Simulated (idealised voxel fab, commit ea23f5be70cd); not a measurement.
You're looking at the process module voxel wiring stack.
Xsec cut, 155 nm wide, square cell size 5 nm.
This document writes a cross-section as a grid whose cells are square, and gives it as bands, listed from the top down; one or more rows of cells form a band. Band: top and bottom heights (nm) first, top before bottom; then materials from left to right, widths in nm. "full width" marks a sole material filling the band edge to edge. "air" denotes empty space. Heights are measured from 0, the level below which the as-received wafer is all one material; the lowest band has no bottom and continues downward, written as in "0 nm and below". When a width is written as two numbers, as in "30 to 40", the first number is the width in the top row of cells of the band and the second is the width in its bottom row, and the width changes by the same amount from each row to the next. "nothing changed" means the step left every cell of the cross-section as it was. "Closed voids list" contains a list of empty spaces, each no smaller than 8 cells and without an open way to the top, written in the form width x height at distance with the distance from the left edge and all three in nm. The remark found on a step's line after its settings is issued by the simulator itself and pertains to that step. overlay nm: where the mask lay relative to plan, measured to the right, on steps with a mask; negatives go left.

[Set out below are the planned steps of the process]
1. RECEIVE with material Si
2. CONFORMAL_DEP with material SiO2, thk nm 10
3. CONFORMAL_DEP with material SiN, thk nm 5
4. DIRECTIONAL_DEP with material lowk, thk nm 25
5. PATTERN with tone open, mask id METAL_1, material resist, width nm 25, pitch nm 55, thk nm 20, overlay nm 0
6. DIRECTIONAL_ETCH with etch materials lowk, depth nm 25
7. DIRECTIONAL_ETCH with etch materials SiN, depth nm 5
8. STRIP with etch materials resist
9. CONFORMAL_DEP with material TiN, thk nm 5
10. FILL_DEP with material Ru, thk nm 10
11. CMP with height nm 40
12. EPI with material Ru, thk nm 5
13. FILL_DEP with material SiCN, thk nm 5
14. DIRECTIONAL_DEP with material lowk, thk nm 15
15. MASKED_ETCH with tone open, mask id PLUG_1, width nm 15, etch materials lowk, depth nm 15, overlay nm 0
16. MASKED_ETCH with tone open, mask id PLUG_1, width nm 15, etch materials SiCN, depth nm 5, overlay nm 0
17. EPI with material Ru, thk nm 10
18. EPI with material Ru, thk nm 10
19. DIRECTIONAL_DEP with material TiN, thk nm 5
20. DIRECTIONAL_DEP with material W, thk nm 20
21. DIRECTIONAL_DEP with material aC, thk nm 15
22. PATTERN with tone cover, mask id METAL_2, material resist, width nm 25, pitch nm 55, thk nm 30, overlay nm 0
23. DIRECTIONAL_ETCH with etch materials aC, depth nm 15
24. STRIP with etch materials resist
25. DIRECTIONAL_ETCH with etch materials W, depth nm 20
26. DIRECTIONAL_ETCH with etch materials TiN, depth nm 5
27. STRIP with etch materials aC
28. FILL_DEP with material SiO2, thk nm 5
29. CMP with height nm 90
30. CONFORMAL_DEP with material SiCN, thk nm 5

[First of two wafers - as planned]

[Delivered wafer in cross-section: state after step 1]
	0 nm and below: Si full width
	Closed voids list: none

[Cross-section through the wafer, step 2 finished]
	10 nm to 0 nm: SiO2 full width
	Below 0 it's all the same as before, nothing changed down there.

[Cross-section through the wafer, step 3 finished]
	15 nm to 10 nm: SiN full width
	Below 10 it's all the same as before, nothing changed down there.

[Cross-section through the wafer, step 4 finished]
	40 nm to 15 nm: lowk full width
	Below 15 it's all the same as before, nothing changed down there.

[Cross-section through the wafer, step 5 finished]
	60 nm to 40 nm: 35 nm resist / 25 nm air / 30 nm resist / 25 nm air / 40 nm resist
	Below 40 it's all the same as before, nothing changed down there.

[Cross-section through the wafer, step 6 finished]
	60 nm to 40 nm: 35 nm resist / 25 nm air / 30 nm resist / 25 nm air / 40 nm resist
	40 nm to 15 nm: 35 nm lowk / 25 nm air / 30 nm lowk / 25 nm air / 40 nm lowk
	Below 15 it's all the same as before, nothing changed down there.

[Cross-section through the wafer, step 7 finished]
	60 nm to 40 nm: 35 nm resist / 25 nm air / 30 nm resist / 25 nm air / 40 nm resist
	40 nm to 15 nm: 35 nm lowk / 25 nm air / 30 nm lowk / 25 nm air / 40 nm lowk
	15 nm to 10 nm: 35 nm SiN / 25 nm air / 30 nm SiN / 25 nm air / 40 nm SiN
	Below 10 it's all the same as before, nothing changed down there.

[Cross-section through the wafer, step 8 finished]
	40 nm to 15 nm: 35 nm lowk / 25 nm air / 30 nm lowk / 25 nm air / 40 nm lowk
	Below 15 it's all the same as before, nothing changed down there.

[Cross-section through the wafer, step 9 finished]
	45 nm to 40 nm: 40 nm TiN / 15 nm air / 40 nm TiN / 15 nm air / 45 nm TiN
	40 nm to 15 nm: 35 nm lowk / 5 nm TiN / 15 nm air / 5 nm TiN / 30 nm lowk / 5 nm TiN / 15 nm air / 5 nm TiN / 40 nm lowk
	15 nm to 10 nm: 35 nm SiN / 25 nm TiN / 30 nm SiN / 25 nm TiN / 40 nm SiN
	Below 10 it's all the same as before, nothing changed down there.

[Cross-section through the wafer, step 10 finished]
	55 nm to 45 nm: Ru full width
	45 nm to 40 nm: 40 nm TiN / 15 nm Ru / 40 nm TiN / 15 nm Ru / 45 nm TiN
	40 nm to 15 nm: 35 nm lowk / 5 nm TiN / 15 nm Ru / 5 nm TiN / 30 nm lowk / 5 nm TiN / 15 nm Ru / 5 nm TiN / 40 nm lowk
	Below 15 it's all the same as before, nothing changed down there.

[Cross-section through the wafer, step 11 finished]
	40 nm to 15 nm: 35 nm lowk / 5 nm TiN / 15 nm Ru / 5 nm TiN / 30 nm lowk / 5 nm TiN / 15 nm Ru / 5 nm TiN / 40 nm lowk
	Below 15 it's all the same as before, nothing changed down there.

[Cross-section through the wafer, step 12 finished]
	45 nm to 40 nm: 30 nm air / 35 nm Ru / 20 nm air / 35 nm Ru / 35 nm air
	Below 40 it's all the same as before, nothing changed down there.

[Cross-section through the wafer, step 13 finished]
	50 nm to 45 nm: SiCN full width
	45 nm to 40 nm: 30 nm SiCN / 35 nm Ru / 20 nm SiCN / 35 nm Ru / 35 nm SiCN
	Below 40 it's all the same as before, nothing changed down there.

[Cross-section through the wafer, step 14 finished]
	65 nm to 50 nm: lowk full width
	Below 50 it's all the same as before, nothing changed down there.

[Cross-section through the wafer, step 15 finished]
	65 nm to 50 nm: 35 nm lowk / 15 nm air / 105 nm lowk
	Below 50 it's all the same as before, nothing changed down there.

[Cross-section through the wafer, step 16 finished]
	65 nm to 50 nm: 35 nm lowk / 15 nm air / 105 nm lowk
	50 nm to 45 nm: 35 nm SiCN / 15 nm air / 105 nm SiCN
	Below 45 it's all the same as before, nothing changed down there.

[Cross-section through the wafer, step 17 finished]
	65 nm to 55 nm: 35 nm lowk / 15 nm air / 105 nm lowk
	55 nm to 50 nm: 35 nm lowk / 15 nm Ru / 105 nm lowk
	50 nm to 45 nm: 35 nm SiCN / 15 nm Ru / 105 nm SiCN
	Below 45 it's all the same as before, nothing changed down there.

[Cross-section through the wafer, step 18 finished]
	65 nm to 50 nm: 35 nm lowk / 15 nm Ru / 105 nm lowk
	Below 50 it's all the same as before, nothing changed down there.

[Cross-section through the wafer, step 19 finished]
	70 nm to 65 nm: TiN full width
	Below 65 it's all the same as before, nothing changed down there.

[Cross-section through the wafer, step 20 finished]
	90 nm to 70 nm: W full width
	Below 70 it's all the same as before, nothing changed down there.

[Cross-section through the wafer, step 21 finished]
	105 nm to 90 nm: aC full width
	Below 90 it's all the same as before, nothing changed down there.

[Cross-section through the wafer, step 22 finished]
	135 nm to 105 nm: 35 nm air / 25 nm resist / 30 nm air / 25 nm resist / 40 nm air
	Below 105 it's all the same as before, nothing changed down there.

[Cross-section through the wafer, step 23 finished]
	120 nm to 105 nm: 35 nm air / 25 nm resist / 30 nm air / 25 nm resist / 40 nm air
	105 nm to 90 nm: 35 nm air / 25 nm aC / 30 nm air / 25 nm aC / 40 nm air
	Below 90 it's all the same as before, nothing changed down there.

[Cross-section through the wafer, step 24 finished]
	105 nm to 90 nm: 35 nm air / 25 nm aC / 30 nm air / 25 nm aC / 40 nm air
	Below 90 it's all the same as before, nothing changed down there.

[Cross-section through the wafer, step 25 finished]
	105 nm to 90 nm: 35 nm air / 25 nm aC / 30 nm air / 25 nm aC / 40 nm air
	90 nm to 70 nm: 35 nm air / 25 nm W / 30 nm air / 25 nm W / 40 nm air
	Below 70 it's all the same as before, nothing changed down there.

[Cross-section through the wafer, step 26 finished]
	105 nm to 90 nm: 35 nm air / 25 nm aC / 30 nm air / 25 nm aC / 40 nm air
	90 nm to 70 nm: 35 nm air / 25 nm W / 30 nm air / 25 nm W / 40 nm air
	70 nm to 65 nm: 35 nm air / 25 nm TiN / 30 nm air / 25 nm TiN / 40 nm air
	Below 65 it's all the same as before, nothing changed down there.

[Cross-section through the wafer, step 27 finished]
	90 nm to 70 nm: 35 nm air / 25 nm W / 30 nm air / 25 nm W / 40 nm air
	Below 70 it's all the same as before, nothing changed down there.

[Cross-section through the wafer, step 28 finished]
	95 nm to 90 nm: SiO2 full width
	90 nm to 70 nm: 35 nm SiO2 / 25 nm W / 30 nm SiO2 / 25 nm W / 40 nm SiO2
	70 nm to 65 nm: 35 nm SiO2 / 25 nm TiN / 30 nm SiO2 / 25 nm TiN / 40 nm SiO2
	Below 65 it's all the same as before, nothing changed down there.

[Cross-section through the wafer, step 29 finished]
	90 nm to 70 nm: 35 nm SiO2 / 25 nm W / 30 nm SiO2 / 25 nm W / 40 nm SiO2
	Below 70 it's all the same as before, nothing changed down there.

[Cross-section through the wafer, step 30 finished]
	95 nm to 90 nm: SiCN full width
	Below 90 it's all the same as before, nothing changed down there.

[Second wafer: same start and same plan as the first, one execution error; identical to the first through step 14]

[Cross-section of the second wafer at the time by which step 15 should have been completed according to the plan]
	65 nm to 50 nm: 35 nm air / 15 nm lowk / 105 nm air
	Below 50 it's all the same as before, nothing changed down there.

Cross-section of the second wafer at the time by which step 16 should have been completed according to the plan: nothing changed

Cross-section of the second wafer at the time by which step 17 should have been completed according to the plan: nothing changed

Cross-section of the second wafer at the time by which step 18 should have been completed according to the plan: nothing changed

[Cross-section of the second wafer at the time by which step 19 should have been completed according to the plan]
	70 nm to 65 nm: 35 nm air / 15 nm TiN / 105 nm air
	65 nm to 55 nm: 35 nm air / 15 nm lowk / 105 nm air
	55 nm to 50 nm: 35 nm TiN / 15 nm lowk / 105 nm TiN
	Below 50 it's all the same as before, nothing changed down there.

[Cross-section of the second wafer at the time by which step 20 should have been completed according to the plan]
	90 nm to 75 nm: 35 nm air / 15 nm W / 105 nm air
	75 nm to 70 nm: W full width
	70 nm to 65 nm: 35 nm W / 15 nm TiN / 105 nm W
	65 nm to 55 nm: 35 nm W / 15 nm lowk / 105 nm W
	Below 55 it's all the same as before, nothing changed down there.

[Cross-section of the second wafer at the time by which step 21 should have been completed according to the plan]
	105 nm to 90 nm: 35 nm air / 15 nm aC / 105 nm air
	90 nm to 75 nm: 35 nm aC / 15 nm W / 105 nm aC
	Below 75 it's all the same as before, nothing changed down there.

[Cross-section of the second wafer at the time by which step 22 should have been completed according to the plan]
	135 nm to 105 nm: 35 nm air / 25 nm resist / 30 nm air / 25 nm resist / 40 nm air
	105 nm to 90 nm: 35 nm air / 15 nm aC / 10 nm resist / 30 nm air / 25 nm resist / 40 nm air
	Below 90 it's all the same as before, nothing changed down there.

[Cross-section of the second wafer at the time by which step 23 should have been completed according to the plan]
	120 nm to 105 nm: 35 nm air / 25 nm resist / 30 nm air / 25 nm resist / 40 nm air
	105 nm to 90 nm: 35 nm air / 15 nm aC / 10 nm resist / 30 nm air / 25 nm resist / 40 nm air
	90 nm to 75 nm: 35 nm air / 15 nm W / 10 nm aC / 30 nm air / 25 nm aC / 40 nm air
	Below 75 it's all the same as before, nothing changed down there.

[Cross-section of the second wafer at the time by which step 24 should have been completed according to the plan]
	105 nm to 90 nm: 35 nm air / 15 nm aC / 105 nm air
	Below 90 it's all the same as before, nothing changed down there.

[Cross-section of the second wafer at the time by which step 25 should have been completed according to the plan]
	105 nm to 90 nm: 35 nm air / 15 nm aC / 105 nm air
	90 nm to 75 nm: 35 nm air / 15 nm W / 10 nm aC / 30 nm air / 25 nm aC / 40 nm air
	75 nm to 70 nm: 35 nm air / 25 nm W / 30 nm air / 25 nm W / 40 nm air
	70 nm to 65 nm: 35 nm air / 15 nm TiN / 10 nm W / 30 nm air / 25 nm W / 40 nm air
	65 nm to 55 nm: 35 nm air / 15 nm lowk / 10 nm W / 30 nm air / 25 nm W / 40 nm air
	Below 55 it's all the same as before, nothing changed down there.

[Cross-section of the second wafer at the time by which step 26 should have been completed according to the plan]
	105 nm to 90 nm: 35 nm air / 15 nm aC / 105 nm air
	90 nm to 75 nm: 35 nm air / 15 nm W / 10 nm aC / 30 nm air / 25 nm aC / 40 nm air
	75 nm to 70 nm: 35 nm air / 25 nm W / 30 nm air / 25 nm W / 40 nm air
	70 nm to 65 nm: 35 nm air / 15 nm TiN / 10 nm W / 30 nm air / 25 nm W / 40 nm air
	65 nm to 55 nm: 35 nm air / 15 nm lowk / 10 nm W / 30 nm air / 25 nm W / 40 nm air
	55 nm to 50 nm: 35 nm air / 15 nm lowk / 10 nm TiN / 30 nm air / 25 nm TiN / 40 nm air
	Below 50 it's all the same as before, nothing changed down there.

[Cross-section of the second wafer at the time by which step 27 should have been completed according to the plan]
	90 nm to 75 nm: 35 nm air / 15 nm W / 105 nm air
	Below 75 it's all the same as before, nothing changed down there.

[Cross-section of the second wafer at the time by which step 28 should have been completed according to the plan]
	95 nm to 90 nm: SiO2 full width
	90 nm to 75 nm: 35 nm SiO2 / 15 nm W / 105 nm SiO2
	75 nm to 70 nm: 35 nm SiO2 / 25 nm W / 30 nm SiO2 / 25 nm W / 40 nm SiO2
	70 nm to 65 nm: 35 nm SiO2 / 15 nm TiN / 10 nm W / 30 nm SiO2 / 25 nm W / 40 nm SiO2
	65 nm to 55 nm: 35 nm SiO2 / 15 nm lowk / 10 nm W / 30 nm SiO2 / 25 nm W / 40 nm SiO2
	55 nm to 50 nm: 35 nm SiO2 / 15 nm lowk / 10 nm TiN / 30 nm SiO2 / 25 nm TiN / 40 nm SiO2
	Below 50 it's all the same as before, nothing changed down there.

[Cross-section of the second wafer at the time by which step 29 should have been completed according to the plan]
	90 nm to 75 nm: 35 nm SiO2 / 15 nm W / 105 nm SiO2
	Below 75 it's all the same as before, nothing changed down there.

[Cross-section of the second wafer at the time by which step 30 should have been completed according to the plan]
	95 nm to 90 nm: SiCN full width
	Below 90 it's all the same as before, nothing changed down there.
Deviation noted in wafer processing: in deviation from the planned setting, step 15 was conducted as MASKED_ETCH with tone cover, mask id PLUG_1, width nm 15, etch materials lowk, depth nm 15, overlay nm 0
Heads up, by the end the second wafer has more or fewer cells of some materials compared to the first: -12 Ru | +3 SiCN | +84 SiO2 | -75 lowk
